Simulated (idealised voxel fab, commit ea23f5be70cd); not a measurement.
Herein follows the process module entitled voxel released beams.
Shown is cross-section cut, with a width of 185 nm and square cells of size 5 nm.
Notation: cross-section as square-cell grid; stated in bands, top first, going down; one or more cell rows per band. What a band's entry tells you: where the top is and where the bottom is, as heights in nm, and after that what lies inside, material by material from left to right, each with its width in nm. Empty space is written as the word "blank", and a single material marked with the word "all across" occupies the band from edge to edge. Beneath 0, the wafer as received is one material, and that level is where height counting begins. The lowest band goes on downward without a bottom; it is written like "0 down". Read "30->40" as a graded width: first number on top, second number at the bottom, same change between each pair of neighbouring rows. "all unchanged" after a step means that no cell of the cross-section changed. Any empty space of 8 cells or more lacking an open way to the top shows up in "Trapped void list" as width x height at distance, distance from the left edge, in nm. Past the settings on a step's line: simulator remark, on that step. overlay nm: where the mask lay relative to plan, measured to the right, on steps with a mask; negatives go left.

Steps in the process plan
step 1: RECEIVE with material Si
step 2: CONFORMAL_DEP with material SiN, thk nm 5
step 3: DIRECTIONAL_DEP with material SiO2, thk nm 15
step 4: MASKED_ETCH with tone open, mask id ANCHOR, width nm 30, etch materials SiO2, depth nm 15, overlay nm 0
step 5: CONFORMAL_DEP with material TiN, thk nm 10
step 6: PATTERN with tone cover, mask id BEAM, material resist, width nm 105, thk nm 20, overlay nm 0
step 7: DIRECTIONAL_ETCH with etch materials TiN, depth nm 10
step 8: STRIP with etch materials resist
step 9: STRIP with etch materials SiO2

First of two wafers, processed according to plan

Cross-section, incoming material, after step 1
* 0 down | Si all across
* Trapped void list: none

The wafer, seen in cross-section, after step 2
* 5 to 0 | SiN all across
* Rest of section, below 0: as before.

The wafer, seen in cross-section, after step 3
* 20 to 5 | SiO2 all across
* Rest of section, below 5: as before.

The wafer, seen in cross-section, after step 4
* 20 to 5 | SiO2 40 | blank 30 | SiO2 115
* Rest of section, below 5: as before.

The wafer, seen in cross-section, after step 5
* 30 to 20 | TiN 50 | blank 10 | TiN 125
* 20 to 15 | SiO2 40 | TiN 10 | blank 10 | TiN 10 | SiO2 115
* 15 to 5 | SiO2 40 | TiN 30 | SiO2 115
* Rest of section, below 5: as before.

The wafer, seen in cross-section, after step 6
* 50 to 30 | blank 35 | resist 105 | blank 45
* 30 to 20 | TiN 50 | resist 10 | TiN 125
* 20 to 15 | SiO2 40 | TiN 10 | resist 10 | TiN 10 | SiO2 115
* Rest of section, below 15: as before.

The wafer, seen in cross-section, after step 7
* 50 to 30 | blank 35 | resist 105 | blank 45
* 30 to 20 | blank 35 | TiN 15 | resist 10 | TiN 80 | blank 45
* Rest of section, below 20: as before.

The wafer, seen in cross-section, after step 8
* 30 to 20 | blank 35 | TiN 15 | blank 10 | TiN 80 | blank 45
* 20 to 15 | SiO2 40 | TiN 10 | blank 10 | TiN 10 | SiO2 115
* Rest of section, below 15: as before.

The wafer, seen in cross-section, after step 9
* 30 to 20 | blank 35 | TiN 15 | blank 10 | TiN 80 | blank 45
* 20 to 15 | blank 40 | TiN 10 | blank 10 | TiN 10 | blank 115
* 15 to 5 | blank 40 | TiN 30 | blank 115
* Rest of section, below 5: as before.

Second wafer, same starting conditions and recipe as the first, one mistake in executing it, nothing differs from the first up to and including step 5

Cross-section of the second wafer corresponding to the planned conclusion of step 6
* 50 to 30 | blank 40 | resist 95 | blank 50
* 30 to 20 | TiN 50 | resist 10 | TiN 125
* 20 to 15 | SiO2 40 | TiN 10 | resist 10 | TiN 10 | SiO2 115
* Rest of section, below 15: as before.

Cross-section of the second wafer corresponding to the planned conclusion of step 7
* 50 to 30 | blank 40 | resist 95 | blank 50
* 30 to 20 | blank 40 | TiN 10 | resist 10 | TiN 75 | blank 50
* Rest of section, below 20: as before.

Cross-section of the second wafer corresponding to the planned conclusion of step 8
* 30 to 20 | blank 40 | TiN 10 | blank 10 | TiN 75 | blank 50
* 20 to 15 | SiO2 40 | TiN 10 | blank 10 | TiN 10 | SiO2 115
* Rest of section, below 15: as before.

Cross-section of the second wafer corresponding to the planned conclusion of step 9
* 30 to 20 | blank 40 | TiN 10 | blank 10 | TiN 75 | blank 50
* 20 to 15 | blank 40 | TiN 10 | blank 10 | TiN 10 | blank 115
* 15 to 5 | blank 40 | TiN 30 | blank 115
* Rest of section, below 5: as before.
Processing error: step 6 went in with a setting other than planned; the actual run was PATTERN with tone cover, mask id BEAM, material resist, width nm 95, thk nm 20, overlay nm 0
Final wafer comparison in cells, second versus first, more or fewer per material: -4 TiN
